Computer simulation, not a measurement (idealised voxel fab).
Process module under the name voxel wiring stack
This is section cut - it's 200 nm across, gridded in 5 nm square cells.
Cross-sections here: square-cell grids, written as top-down lists of bands, a band being one or more rows of cells. Each band's line starts with the height of the band's top and of its bottom, in nm. Then come its materials from left to right, each with its width in nm. One material with "all across" fills the band from edge to edge. "empty" is empty space. Heights are measured from 0, the level below which the as-received wafer is all one material; the lowest band has no bottom and continues downward, written as in "0 and below". A width given as "30 to 40" starts at the first number in the band's top row and ends at the second number in its bottom row, shifting by an equal amount at every step from row to row. "nothing got changed" -> step changed no cross-section cell. Empty spaces counting at least 8 cells and having no open way to the top are listed in "Voids, fully enclosed". The notation width x height at distance is used for each, the distance being from the left edge and all three values in nm. Step line, after settings: the simulator's comment on this step. If you see "overlay nm" on a step's line and that step has a mask, it's telling you how far right of where it was planned the mask ended up; a negative number means it went left instead.

### Planned step list for the process
1) op RECEIVE | material Si
2) op CONFORMAL_DEP | material SiO2 | thk nm 10
3) op CONFORMAL_DEP | material SiN | thk nm 5
4) op DIRECTIONAL_DEP | material SiO2 | thk nm 25
5) op MASKED_ETCH | tone open | mask id METAL_1 | width nm 25 | pitch nm 55 | etch materials SiO2 | depth nm 25 | overlay nm 0
6) op MASKED_ETCH | tone open | mask id METAL_1 | width nm 25 | pitch nm 55 | etch materials SiN | depth nm 5 | overlay nm 0
7) op CONFORMAL_DEP | material TiN | thk nm 5
8) op FILL_DEP | material W | thk nm 5
9) op CMP | height nm 40
10) op EPI | material Ru | thk nm 5
11) op FILL_DEP | material SiCN | thk nm 5
12) op DIRECTIONAL_DEP | material lowk | thk nm 25
13) op PATTERN | tone open | mask id METAL_2 | material resist | width nm 25 | pitch nm 55 | thk nm 15 | overlay nm 0
14) op DIRECTIONAL_ETCH | etch materials lowk | depth nm 15
15) op STRIP | etch materials resist
16) op MASKED_ETCH | tone open | mask id METAL_2_HOLES | width nm 15 | pitch nm 55 | etch materials lowk | depth nm 10 | overlay nm 0
17) op MASKED_ETCH | tone open | mask id METAL_2_HOLES | width nm 15 | pitch nm 55 | etch materials SiCN | depth nm 5 | overlay nm 0
18) op CONFORMAL_DEP | material TiN | thk nm 5
19) op FILL_DEP | material Cu | thk nm 5
20) op CMP | height nm 75
21) op CONFORMAL_DEP | material SiN | thk nm 5

### So this is the incoming wafer in cross-section - it's already been through step 1
    0 and below = Si all across
    Voids, fully enclosed: none

### Result of the module, cross-sectioned: start per above, plan per above, one error in how it was run
    80 down to 75 = SiN all across
    75 down to 70 = Cu all across
    70 down to 65 = TiN=65 / Cu=15 / TiN=40 / Cu=15 / TiN=65
    65 down to 60 = lowk=60 / TiN=25 / lowk=30 / TiN=25 / lowk=60
    60 down to 50 = lowk=75 / TiN=10 / lowk=45 / TiN=10 / lowk=60
    50 down to 45 = SiCN all across
    45 down to 40 = SiCN=55 / Ru=35 / SiCN=20 / Ru=35 / SiCN=55
    40 down to 15 = SiO2=60 / TiN=5 / W=15 / TiN=5 / SiO2=30 / TiN=5 / W=15 / TiN=5 / SiO2=60
    15 down to 10 = SiN=60 / TiN=25 / SiN=30 / TiN=25 / SiN=60
    10 down to 0 = SiO2 all across
    0 and below = Si all across
    Voids, fully enclosed: none
Processing error: so step 16 ended up running with a different setting than we planned, it ran as op MASKED_ETCH | tone cover | mask id METAL_2_HOLES | width nm 15 | pitch nm 55 | etch materials lowk | depth nm 10 | overlay nm 0
